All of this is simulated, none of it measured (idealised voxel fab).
Process module name: voxel wiring stack
The cross-section on display is named cut; it measures 215 nm wide, and its cells are 5 nm squares.
Cross-section, as written here: a square-cell grid given band by band from the top down, where a band holds one or more rows of cells. Band: top and bottom heights (nm) first, top before bottom; then materials from left to right, widths in nm. "all across" marks a sole material filling the band edge to edge. "air" denotes empty space. It should be noted that heights are counted from 0, beneath which the wafer as supplied is of one material throughout, and that the lowest band possesses no lower boundary but continues downward, as written in "0 nm and below". The width entry "30..40" should be interpreted row by row: the top row of cells in the band takes the first number, the bottom row takes the second number, and the change between adjacent rows is uniform throughout. The designation "remained the same", where it is given for a processing step, indicates that no cell of the cross-section was altered in the course of that step. Entry "Closed void list". Content: empty spaces with no open connection to the top, size 8 cells or greater. Each: width x height at distance. Distance: from left edge. Unit: nm. If you see something after the settings on a step's line, that's the simulator's own remark about that step. "overlay nm" denotes, for a step that has a mask, the displacement of the mask to the right of its planned place, with negative values corresponding to the left.
# Process steps - plan
1,RECEIVE, material Si
2,CONFORMAL_DEP, material SiO2, thk nm 15
3,DIRECTIONAL_DEP, material TiN, thk nm 5
4,DIRECTIONAL_DEP, material Ru, thk nm 20
5,DIRECTIONAL_DEP, material aC, thk nm 10
6,PATTERN, tone cover, mask id METAL_1, material resist, width nm 25, pitch nm 50, thk nm 30, overlay nm 0
7,DIRECTIONAL_ETCH, etch materials aC, depth nm 10
8,STRIP, etch materials resist
9,DIRECTIONAL_ETCH, etch materials Ru, depth nm 20
10,DIRECTIONAL_ETCH, etch materials TiN, depth nm 5
11,STRIP, etch materials aC
12,FILL_DEP, material SiO2, thk nm 10
13,CMP, height nm 40
14,CONFORMAL_DEP, material SiCN, thk nm 5
15,DIRECTIONAL_DEP, material SiO2, thk nm 20
16,MASKED_ETCH, tone open, mask id PLUG_1, width nm 15, pitch nm 50, etch materials SiO2, depth nm 20, overlay nm 0
17,MASKED_ETCH, tone open, mask id PLUG_1, width nm 15, pitch nm 50, etch materials SiCN, depth nm 5, overlay nm 0
18,EPI, material Ru, thk nm 10
19,EPI, material Ru, thk nm 10
20,EPI, material Ru, thk nm 5
21,DIRECTIONAL_DEP, material TiN, thk nm 5
22,DIRECTIONAL_DEP, material Ru, thk nm 15
23,DIRECTIONAL_DEP, material aC, thk nm 10
24,PATTERN, tone cover, mask id METAL_2, material resist, width nm 25, pitch nm 50, thk nm 30, overlay nm 0
25,DIRECTIONAL_ETCH, etch materials aC, depth nm 10
26,STRIP, etch materials resist
27,DIRECTIONAL_ETCH, etch materials Ru, depth nm 15
28,DIRECTIONAL_ETCH, etch materials TiN, depth nm 5
29,STRIP, etch materials aC
30,FILL_DEP, material SiO2, thk nm 5
31,CMP, height nm 85
32,CONFORMAL_DEP, material SiCN, thk nm 5
33,DIRECTIONAL_DEP, material lowk, thk nm 10
34,MASKED_ETCH, tone open, mask id PLUG_2, width nm 15, pitch nm 50, etch materials lowk, depth nm 10, overlay nm 0
35,MASKED_ETCH, tone open, mask id PLUG_2, width nm 15, pitch nm 50, etch materials SiCN, depth nm 5, overlay nm 0
36,CONFORMAL_DEP, material TiN, thk nm 5
37,FILL_DEP, material W, thk nm 5
38,CMP, height nm 100
39,CONFORMAL_DEP, material SiN, thk nm 5
40,DIRECTIONAL_DEP, material SiO2, thk nm 25
41,PATTERN, tone open, mask id METAL_3, material resist, width nm 25, pitch nm 50, thk nm 20, overlay nm 0
42,DIRECTIONAL_ETCH, etch materials SiO2, depth nm 25
43,DIRECTIONAL_ETCH, etch materials SiN, depth nm 5
44,STRIP, etch materials resist
45,CONFORMAL_DEP, material TiN, thk nm 5
46,FILL_DEP, material Cu, thk nm 5
47,CMP, height nm 130
48,CONFORMAL_DEP, material SiCN, thk nm 5
49,DIRECTIONAL_DEP, material SiO2, thk nm 20
50,MASKED_ETCH, tone open, mask id PLUG_3, width nm 15, etch materials SiO2, depth nm 20, overlay nm 0
51,MASKED_ETCH, tone open, mask id PLUG_3, width nm 15, etch materials SiCN, depth nm 5, overlay nm 0
52,EPI, material Ru, thk nm 10
53,EPI, material Ru, thk nm 10
54,EPI, material Ru, thk nm 5
55,CONFORMAL_DEP, material SiCN, thk nm 5
56,DIRECTIONAL_DEP, material lowk, thk nm 25
57,MASKED_ETCH, tone open, mask id METAL_4, width nm 25, pitch nm 50, etch materials lowk, depth nm 25, overlay nm 0
58,MASKED_ETCH, tone open, mask id METAL_4, width nm 25, pitch nm 50, etch materials SiCN, depth nm 5, overlay nm 0
59,CONFORMAL_DEP, material TiN, thk nm 5
60,FILL_DEP, material Cu, thk nm 10
61,CMP, height nm 185
62,CONFORMAL_DEP, material SiN, thk nm 5
# Cross-section, incoming material, after step 1
  0 nm and below  Si all across
  Closed void list: none
# Module complete - cross-section of the first of two wafers, run according to plan
  190 nm to 185 nm  SiN all across
  185 nm to 160 nm  lowk: 70 | TiN: 5 | Cu: 15 | TiN: 5 | lowk: 25 | TiN: 5 | Cu: 15 | TiN: 5 | lowk: 70
  160 nm to 155 nm  SiCN: 70 | TiN: 25 | SiCN: 25 | TiN: 25 | SiCN: 70
  155 nm to 135 nm  SiO2: 70 | Ru: 15 | SiO2: 130
  135 nm to 130 nm  SiCN: 70 | Ru: 15 | SiCN: 130
  130 nm to 105 nm  SiO2: 70 | TiN: 5 | Cu: 15 | TiN: 5 | SiO2: 25 | TiN: 5 | Cu: 15 | TiN: 5 | SiO2: 70
  105 nm to 100 nm  SiN: 70 | TiN: 25 | SiN: 25 | TiN: 25 | SiN: 70
  100 nm to 90 nm  lowk: 70 | TiN: 5 | W: 5 | TiN: 5 | lowk: 35 | TiN: 5 | W: 5 | TiN: 5 | lowk: 80
  90 nm to 85 nm  SiCN: 70 | TiN: 15 | SiCN: 35 | TiN: 15 | SiCN: 80
  85 nm to 70 nm  SiO2: 70 | Ru: 25 | SiO2: 25 | Ru: 25 | SiO2: 70
  70 nm to 65 nm  SiO2: 70 | TiN: 25 | SiO2: 25 | TiN: 25 | SiO2: 70
  65 nm to 45 nm  SiO2: 70 | Ru: 15 | SiO2: 35 | Ru: 15 | SiO2: 80
  45 nm to 40 nm  SiCN: 70 | Ru: 15 | SiCN: 35 | Ru: 15 | SiCN: 80
  40 nm to 20 nm  SiO2: 70 | Ru: 25 | SiO2: 25 | Ru: 25 | SiO2: 70
  20 nm to 15 nm  SiO2: 70 | TiN: 25 | SiO2: 25 | TiN: 25 | SiO2: 70
  15 nm to 0 nm  SiO2 all across
  0 nm and below  Si all across
  Closed void list: none
# Second wafer of the two, sectioned at the end of the module. It began like the first and followed the same plan, but one mistake was made while running it
  190 nm to 185 nm  SiN all across
  185 nm to 165 nm  Cu: 65 | TiN: 5 | lowk: 25 | TiN: 5 | Cu: 15 | TiN: 5 | lowk: 25 | TiN: 5 | Cu: 65
  165 nm to 160 nm  TiN: 70 | lowk: 25 | TiN: 25 | lowk: 25 | TiN: 70
  160 nm to 155 nm  SiCN all across
  155 nm to 135 nm  SiO2: 70 | Ru: 15 | SiO2: 130
  135 nm to 130 nm  SiCN: 70 | Ru: 15 | SiCN: 130
  130 nm to 105 nm  SiO2: 70 | TiN: 5 | Cu: 15 | TiN: 5 | SiO2: 25 | TiN: 5 | Cu: 15 | TiN: 5 | SiO2: 70
  105 nm to 100 nm  SiN: 70 | TiN: 25 | SiN: 25 | TiN: 25 | SiN: 70
  100 nm to 90 nm  lowk: 70 | TiN: 5 | W: 5 | TiN: 5 | lowk: 35 | TiN: 5 | W: 5 | TiN: 5 | lowk: 80
  90 nm to 85 nm  SiCN: 70 | TiN: 15 | SiCN: 35 | TiN: 15 | SiCN: 80
  85 nm to 70 nm  SiO2: 70 | Ru: 25 | SiO2: 25 | Ru: 25 | SiO2: 70
  70 nm to 65 nm  SiO2: 70 | TiN: 25 | SiO2: 25 | TiN: 25 | SiO2: 70
  65 nm to 45 nm  SiO2: 70 | Ru: 15 | SiO2: 35 | Ru: 15 | SiO2: 80
  45 nm to 40 nm  SiCN: 70 | Ru: 15 | SiCN: 35 | Ru: 15 | SiCN: 80
  40 nm to 20 nm  SiO2: 70 | Ru: 25 | SiO2: 25 | Ru: 25 | SiO2: 70
  20 nm to 15 nm  SiO2: 70 | TiN: 25 | SiO2: 25 | TiN: 25 | SiO2: 70
  15 nm to 0 nm  SiO2 all across
  0 nm and below  Si all across
  Closed void list: none
Deviation noted in wafer processing: the process deviated at step 57: the operation and settings actually run there were MASKED_ETCH, tone cover, mask id METAL_4, width nm 25, pitch nm 50, etch materials lowk, depth nm 25, overlay nm 0
Per the end-of-run cell counts, the second wafer holds more or fewer of some materials than the first: Cu: 86 more | SiCN: 10 more | TiN: 19 more | lowk: 115 fewer
